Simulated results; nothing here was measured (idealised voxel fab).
Herein follows the process module entitled voxel fin reveal.
cross-section cut | 150 nm wide | cells 5 nm
Each cross-section below is a grid of square cells, stated as bands in top-down order, with one or more rows of cells making up each band. In this notation a band is specified by the heights of its top and bottom, in that order and in nm, after which its materials appear from left to right, each paired with its width in nm. The word "edge to edge" attached to a single material means that material fills the band from edge to edge; the word "empty" stands for empty space. Height is counted from the level 0, under which the received wafer is composed throughout of one material. The lowest of the bands is not closed at the bottom but continues downward, in the notation "0 -> down". A width such as "30->40" changes by the same amount from each row of cells to the next, from the band's top row to its bottom row. You'll sometimes find "nothing different" written for a step, and that's the way of saying that nowhere in the cross-section did a cell change during that step. Look at "Non-vented voids" for the closed voids: empty spaces with no open path to the top, sized 8 cells or up. Each is width x height at distance, distance from the left edge, all nm. Read whatever lies past the settings on a step's line as the simulator's own remark about the step. overlay nm: mask offset rightward from planned place, masked step; negative means leftward offset.

PROCESS STEPS (PLANNED)
1,RECEIVE [material Si]
2,CONFORMAL_DEP [material SiN] [thk nm 10]
3,DIRECTIONAL_DEP [material aC] [thk nm 15]
4,PATTERN [tone cover] [mask id FINS] [material resist] [width nm 15] [pitch nm 40] [thk nm 30] [overlay nm 0]
5,DIRECTIONAL_ETCH [etch materials aC] [depth nm 15]
6,STRIP [etch materials resist]
7,DIRECTIONAL_ETCH [etch materials SiN] [depth nm 10]
8,DIRECTIONAL_ETCH [etch materials Si] [depth nm 40]
9,STRIP [etch materials aC]
10,OXIDIZE [depth nm 5]
11,FILL_DEP [material SiO2] [thk nm 15]
12,CMP [height nm 10]
13,SELECTIVE_ETCH [etch materials SiO2] [depth nm 35]
14,STRIP [etch materials SiN]

CROSS-SECTION OF THE WAFER AS IT CAME TO US, I.E., ALREADY THROUGH STEP 1
> 0 -> down | Si edge to edge
> Non-vented voids: none

CROSS-SECTIONAL VIEW OF THE FIRST OF THE TWO WAFERS UPON COMPLETION OF THE MODULE, PROCESSED IN ACCORDANCE WITH THE PLAN
> 0 -> -25 | empty 30 nm | Si 5 nm | empty 35 nm | Si 5 nm | empty 35 nm | Si 5 nm | empty 35 nm
> -25 -> -45 | SiO2 30 nm | Si 5 nm | SiO2 35 nm | Si 5 nm | SiO2 35 nm | Si 5 nm | SiO2 35 nm
> -45 -> down | Si edge to edge
> Non-vented voids: none

NOW THE SECOND WAFER, CROSS-SECTIONED AT THE END OF THE MODULE. NOTHING DIFFERENT AT THE START, NOTHING DIFFERENT IN THE PLAN COMPARED WITH THE FIRST, JUST ONE MISTAKE WHEN IT WAS ACTUALLY RUN
> 0 -> -25 | empty 30 nm | Si 5 nm | empty 35 nm | Si 5 nm | empty 35 nm | Si 5 nm | empty 35 nm
> -25 -> -55 | SiO2 30 nm | Si 5 nm | SiO2 35 nm | Si 5 nm | SiO2 35 nm | Si 5 nm | SiO2 35 nm
> -55 -> down | Si edge to edge
> Non-vented voids: none
In executing the process, a mistake was made relative to the plan: step 8 did not use the planned setting and instead ran as DIRECTIONAL_ETCH [etch materials Si] [depth nm 50]
Upon completion, the second wafer contains, in terms of cells, a greater or smaller amount of certain materials than the first wafer: Si -54, SiO2 +54
